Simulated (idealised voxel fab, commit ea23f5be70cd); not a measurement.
Proc. module: voxel self aligned contacts
Section cut is 250 nm wide and gridded with 5 nm square cells.
In this document a cross-section is written as a grid of square cells. It is given as a series of bands, listed from the top down, and a band is one or more rows of cells.
Top height, bottom height, nm. Materials left to right, width each, nm. Single material + "all across" = fills band edge to edge. "empty" = empty.
Height reference: 0 = level under which incoming wafer is all one material. Lowest band: no bottom, runs on downward, e.g. "top 0, no bottom".
Width "30 to 40": first value at the band's top row of cells, second value at its bottom row, equal change from row to row.
"same as before" (step): cross-section cells unchanged, all of them.
Reported under the label "Closed void list" are the empty spaces having no open way to the top and comprising 8 cells or more; the notation for each is width x height at distance, in which the distance is measured from the left edge and all three values are in nm.
What comes after the settings on a step's line is commentary from the simulator itself on that step.
overlay nm: where the mask lay relative to plan, measured to the right, on steps with a mask; negatives go left.

### Here's what the planned process steps look like
1 op RECEIVE | material Si
2 op OXIDIZE | depth nm 5
3 op DIRECTIONAL_DEP | material polySi | thk nm 25
4 op DIRECTIONAL_DEP | material SiN | thk nm 20
5 op DIRECTIONAL_DEP | material aC | thk nm 15
6 op PATTERN | tone cover | mask id GATE | material resist | width nm 30 | pitch nm 75 | thk nm 30 | overlay nm 0
7 op DIRECTIONAL_ETCH | etch materials aC | depth nm 15
8 op STRIP | etch materials resist
9 op DIRECTIONAL_ETCH | etch materials SiN | depth nm 20
10 op DIRECTIONAL_ETCH | etch materials polySi | depth nm 25
11 op STRIP | etch materials aC
12 op CONFORMAL_DEP | material SiN | thk nm 10
13 op DIRECTIONAL_ETCH | etch materials SiN | depth nm 10
14 op FILL_DEP | material SiO2 | thk nm 15
15 op CMP | height nm 55
16 op DIRECTIONAL_DEP | material aC | thk nm 15
17 op PATTERN | tone open | mask id CONTACT | material resist | width nm 55 | thk nm 30 | overlay nm 0
18 op DIRECTIONAL_ETCH | etch materials aC | depth nm 15
19 op STRIP | etch materials resist
20 op DIRECTIONAL_ETCH | etch materials SiO2 | depth nm 60
21 op STRIP | etch materials aC
22 op CONFORMAL_DEP | material TiN | thk nm 5
23 op FILL_DEP | material W | thk nm 5
24 op CMP | height nm 55
25 op CONFORMAL_DEP | material SiCN | thk nm 5

### First of two wafers, processed according to plan

### Received-state cross-section, reflecting completion of step 1
  top 0, no bottom: Si all across
  Closed void list: none

### Once step 2 is through, the wafer looks like this in cross-section
  top 0, bottom -5: SiO2 all across
  Anything lower than -5 is untouched.

### Once step 3 is through, the wafer looks like this in cross-section
  top 25, bottom 0: polySi all across
  Anything lower than 0 is untouched.

### Once step 4 is through, the wafer looks like this in cross-section
  top 45, bottom 25: SiN all across
  Anything lower than 25 is untouched.

### Once step 5 is through, the wafer looks like this in cross-section
  top 60, bottom 45: aC all across
  Anything lower than 45 is untouched.

### Once step 6 is through, the wafer looks like this in cross-section
  top 90, bottom 60: empty 70 nm / resist 30 nm / empty 45 nm / resist 30 nm / empty 75 nm
  Anything lower than 60 is untouched.

### Once step 7 is through, the wafer looks like this in cross-section
  top 75, bottom 60: empty 70 nm / resist 30 nm / empty 45 nm / resist 30 nm / empty 75 nm
  top 60, bottom 45: empty 70 nm / aC 30 nm / empty 45 nm / aC 30 nm / empty 75 nm
  Anything lower than 45 is untouched.

### Once step 8 is through, the wafer looks like this in cross-section
  top 60, bottom 45: empty 70 nm / aC 30 nm / empty 45 nm / aC 30 nm / empty 75 nm
  Anything lower than 45 is untouched.

### Once step 9 is through, the wafer looks like this in cross-section
  top 60, bottom 45: empty 70 nm / aC 30 nm / empty 45 nm / aC 30 nm / empty 75 nm
  top 45, bottom 25: empty 70 nm / SiN 30 nm / empty 45 nm / SiN 30 nm / empty 75 nm
  Anything lower than 25 is untouched.

### Once step 10 is through, the wafer looks like this in cross-section
  top 60, bottom 45: empty 70 nm / aC 30 nm / empty 45 nm / aC 30 nm / empty 75 nm
  top 45, bottom 25: empty 70 nm / SiN 30 nm / empty 45 nm / SiN 30 nm / empty 75 nm
  top 25, bottom 0: empty 70 nm / polySi 30 nm / empty 45 nm / polySi 30 nm / empty 75 nm
  Anything lower than 0 is untouched.

### Once step 11 is through, the wafer looks like this in cross-section
  top 45, bottom 25: empty 70 nm / SiN 30 nm / empty 45 nm / SiN 30 nm / empty 75 nm
  Anything lower than 25 is untouched.

### Once step 12 is through, the wafer looks like this in cross-section
  top 55, bottom 25: empty 60 nm / SiN 50 nm / empty 25 nm / SiN 50 nm / empty 65 nm
  top 25, bottom 10: empty 60 nm / SiN 10 nm / polySi 30 nm / SiN 10 nm / empty 25 nm / SiN 10 nm / polySi 30 nm / SiN 10 nm / empty 65 nm
  top 10, bottom 0: SiN 70 nm / polySi 30 nm / SiN 45 nm / polySi 30 nm / SiN 75 nm
  Anything lower than 0 is untouched.

### Once step 13 is through, the wafer looks like this in cross-section
  top 45, bottom 25: empty 60 nm / SiN 50 nm / empty 25 nm / SiN 50 nm / empty 65 nm
  top 25, bottom 0: empty 60 nm / SiN 10 nm / polySi 30 nm / SiN 10 nm / empty 25 nm / SiN 10 nm / polySi 30 nm / SiN 10 nm / empty 65 nm
  Anything lower than 0 is untouched.

### Once step 14 is through, the wafer looks like this in cross-section
  top 60, bottom 45: SiO2 all across
  top 45, bottom 25: SiO2 60 nm / SiN 50 nm / SiO2 25 nm / SiN 50 nm / SiO2 65 nm
  top 25, bottom 0: SiO2 60 nm / SiN 10 nm / polySi 30 nm / SiN 10 nm / SiO2 25 nm / SiN 10 nm / polySi 30 nm / SiN 10 nm / SiO2 65 nm
  Anything lower than 0 is untouched.

### Once step 15 is through, the wafer looks like this in cross-section
  top 55, bottom 45: SiO2 all across
  Anything lower than 45 is untouched.

### Once step 16 is through, the wafer looks like this in cross-section
  top 70, bottom 55: aC all across
  Anything lower than 55 is untouched.

### Once step 17 is through, the wafer looks like this in cross-section
  top 100, bottom 70: resist 95 nm / empty 55 nm / resist 100 nm
  Anything lower than 70 is untouched.

### Once step 18 is through, the wafer looks like this in cross-section
  top 85, bottom 70: resist 95 nm / empty 55 nm / resist 100 nm
  top 70, bottom 55: aC 95 nm / empty 55 nm / aC 100 nm
  Anything lower than 55 is untouched.

### Once step 19 is through, the wafer looks like this in cross-section
  top 70, bottom 55: aC 95 nm / empty 55 nm / aC 100 nm
  Anything lower than 55 is untouched.

### Once step 20 is through, the wafer looks like this in cross-section
  top 70, bottom 55: aC 95 nm / empty 55 nm / aC 100 nm
  top 55, bottom 45: SiO2 95 nm / empty 55 nm / SiO2 100 nm
  top 45, bottom 25: SiO2 60 nm / SiN 50 nm / empty 25 nm / SiN 50 nm / SiO2 65 nm
  top 25, bottom 0: SiO2 60 nm / SiN 10 nm / polySi 30 nm / SiN 10 nm / empty 25 nm / SiN 10 nm / polySi 30 nm / SiN 10 nm / SiO2 65 nm
  top 0, bottom -5: SiO2 110 nm / empty 25 nm / SiO2 115 nm
  Anything lower than -5 is untouched.

### Once step 21 is through, the wafer looks like this in cross-section
  top 55, bottom 45: SiO2 95 nm / empty 55 nm / SiO2 100 nm
  Anything lower than 45 is untouched.

### Once step 22 is through, the wafer looks like this in cross-section
  top 60, bottom 55: TiN 100 nm / empty 45 nm / TiN 105 nm
  top 55, bottom 45: SiO2 95 nm / TiN 5 to 20 nm / empty 45 to 15 nm / TiN 5 to 20 nm / SiO2 100 nm
  top 45, bottom 25: SiO2 60 nm / SiN 50 nm / TiN 5 nm / empty 15 nm / TiN 5 nm / SiN 50 nm / SiO2 65 nm
  top 25, bottom 0: SiO2 60 nm / SiN 10 nm / polySi 30 nm / SiN 10 nm / TiN 5 nm / empty 15 nm / TiN 5 nm / SiN 10 nm / polySi 30 nm / SiN 10 nm / SiO2 65 nm
  top 0, bottom -5: SiO2 110 nm / TiN 25 nm / SiO2 115 nm
  Anything lower than -5 is untouched.

### Once step 23 is through, the wafer looks like this in cross-section
  top 65, bottom 60: W all across
  top 60, bottom 55: TiN 100 nm / W 45 nm / TiN 105 nm
  top 55, bottom 45: SiO2 95 nm / TiN 5 to 20 nm / W 45 to 15 nm / TiN 5 to 20 nm / SiO2 100 nm
  top 45, bottom 25: SiO2 60 nm / SiN 50 nm / TiN 5 nm / W 15 nm / TiN 5 nm / SiN 50 nm / SiO2 65 nm
  top 25, bottom 0: SiO2 60 nm / SiN 10 nm / polySi 30 nm / SiN 10 nm / TiN 5 nm / W 15 nm / TiN 5 nm / SiN 10 nm / polySi 30 nm / SiN 10 nm / SiO2 65 nm
  Anything lower than 0 is untouched.

### Once step 24 is through, the wafer looks like this in cross-section
  top 55, bottom 45: SiO2 95 nm / TiN 5 to 20 nm / W 45 to 15 nm / TiN 5 to 20 nm / SiO2 100 nm
  Anything lower than 45 is untouched.

### Once step 25 is through, the wafer looks like this in cross-section
  top 60, bottom 55: SiCN all across
  Anything lower than 55 is untouched.

### Second wafer: same start and same plan as the first, one execution error; identical to the first through step 11

### Second wafer shown in cross-section at the time step 12 was slated to end
  top 55, bottom 45: empty 60 nm / W 50 nm / empty 25 nm / W 50 nm / empty 65 nm
  top 45, bottom 25: empty 60 nm / W 10 nm / SiN 30 nm / W 10 nm / empty 25 nm / W 10 nm / SiN 30 nm / W 10 nm / empty 65 nm
  top 25, bottom 10: empty 60 nm / W 10 nm / polySi 30 nm / W 10 nm / empty 25 nm / W 10 nm / polySi 30 nm / W 10 nm / empty 65 nm
  top 10, bottom 0: W 70 nm / polySi 30 nm / W 45 nm / polySi 30 nm / W 75 nm
  Anything lower than 0 is untouched.

Second wafer shown in cross-section at the time step 13 was slated to end: same as before

### Second wafer shown in cross-section at the time step 14 was slated to end
  top 70, bottom 55: SiO2 all across
  top 55, bottom 45: SiO2 60 nm / W 50 nm / SiO2 25 nm / W 50 nm / SiO2 65 nm
  top 45, bottom 25: SiO2 60 nm / W 10 nm / SiN 30 nm / W 10 nm / SiO2 25 nm / W 10 nm / SiN 30 nm / W 10 nm / SiO2 65 nm
  top 25, bottom 10: SiO2 60 nm / W 10 nm / polySi 30 nm / W 10 nm / SiO2 25 nm / W 10 nm / polySi 30 nm / W 10 nm / SiO2 65 nm
  Anything lower than 10 is untouched.

### Second wafer shown in cross-section at the time step 15 was slated to end
  top 55, bottom 45: SiO2 60 nm / W 50 nm / SiO2 25 nm / W 50 nm / SiO2 65 nm
  Anything lower than 45 is untouched.

### Second wafer shown in cross-section at the time step 16 was slated to end
  top 70, bottom 55: aC all across
  Anything lower than 55 is untouched.

### Second wafer shown in cross-section at the time step 17 was slated to end
  top 100, bottom 70: resist 95 nm / empty 55 nm / resist 100 nm
  Anything lower than 70 is untouched.

### Second wafer shown in cross-section at the time step 18 was slated to end
  top 85, bottom 70: resist 95 nm / empty 55 nm / resist 100 nm
  top 70, bottom 55: aC 95 nm / empty 55 nm / aC 100 nm
  Anything lower than 55 is untouched.

### Second wafer shown in cross-section at the time step 19 was slated to end
  top 70, bottom 55: aC 95 nm / empty 55 nm / aC 100 nm
  Anything lower than 55 is untouched.

### Second wafer shown in cross-section at the time step 20 was slated to end
  top 70, bottom 55: aC 95 nm / empty 55 nm / aC 100 nm
  top 55, bottom 45: SiO2 60 nm / W 50 nm / empty 25 nm / W 50 nm / SiO2 65 nm
  top 45, bottom 25: SiO2 60 nm / W 10 nm / SiN 30 nm / W 10 nm / empty 25 nm / W 10 nm / SiN 30 nm / W 10 nm / SiO2 65 nm
  top 25, bottom 10: SiO2 60 nm / W 10 nm / polySi 30 nm / W 10 nm / empty 25 nm / W 10 nm / polySi 30 nm / W 10 nm / SiO2 65 nm
  Anything lower than 10 is untouched.

### Second wafer shown in cross-section at the time step 21 was slated to end
  top 55, bottom 45: SiO2 60 nm / W 50 nm / empty 25 nm / W 50 nm / SiO2 65 nm
  Anything lower than 45 is untouched.

### Second wafer shown in cross-section at the time step 22 was slated to end
  top 60, bottom 55: TiN 115 nm / empty 15 nm / TiN 120 nm
  top 55, bottom 45: SiO2 60 nm / W 50 nm / TiN 5 nm / empty 15 nm / TiN 5 nm / W 50 nm / SiO2 65 nm
  top 45, bottom 25: SiO2 60 nm / W 10 nm / SiN 30 nm / W 10 nm / TiN 5 nm / empty 15 nm / TiN 5 nm / W 10 nm / SiN 30 nm / W 10 nm / SiO2 65 nm
  top 25, bottom 15: SiO2 60 nm / W 10 nm / polySi 30 nm / W 10 nm / TiN 5 nm / empty 15 nm / TiN 5 nm / W 10 nm / polySi 30 nm / W 10 nm / SiO2 65 nm
  top 15, bottom 10: SiO2 60 nm / W 10 nm / polySi 30 nm / W 10 nm / TiN 25 nm / W 10 nm / polySi 30 nm / W 10 nm / SiO2 65 nm
  Anything lower than 10 is untouched.

### Second wafer shown in cross-section at the time step 23 was slated to end
  top 65, bottom 60: W all across
  top 60, bottom 55: TiN 115 nm / W 15 nm / TiN 120 nm
  top 55, bottom 45: SiO2 60 nm / W 50 nm / TiN 5 nm / W 15 nm / TiN 5 nm / W 50 nm / SiO2 65 nm
  top 45, bottom 25: SiO2 60 nm / W 10 nm / SiN 30 nm / W 10 nm / TiN 5 nm / W 15 nm / TiN 5 nm / W 10 nm / SiN 30 nm / W 10 nm / SiO2 65 nm
  top 25, bottom 15: SiO2 60 nm / W 10 nm / polySi 30 nm / W 10 nm / TiN 5 nm / W 15 nm / TiN 5 nm / W 10 nm / polySi 30 nm / W 10 nm / SiO2 65 nm
  Anything lower than 15 is untouched.

### Second wafer shown in cross-section at the time step 24 was slated to end
  top 55, bottom 45: SiO2 60 nm / W 50 nm / TiN 5 nm / W 15 nm / TiN 5 nm / W 50 nm / SiO2 65 nm
  Anything lower than 45 is untouched.

### Second wafer shown in cross-section at the time step 25 was slated to end
  top 60, bottom 55: SiCN all across
  Anything lower than 55 is untouched.
Run error: step 12 went in with a setting other than planned; the actual run was op CONFORMAL_DEP | material W | thk nm 10
at the end the second wafer has, in cells: SiN -72 | SiO2 -73 | TiN -12 | W +157
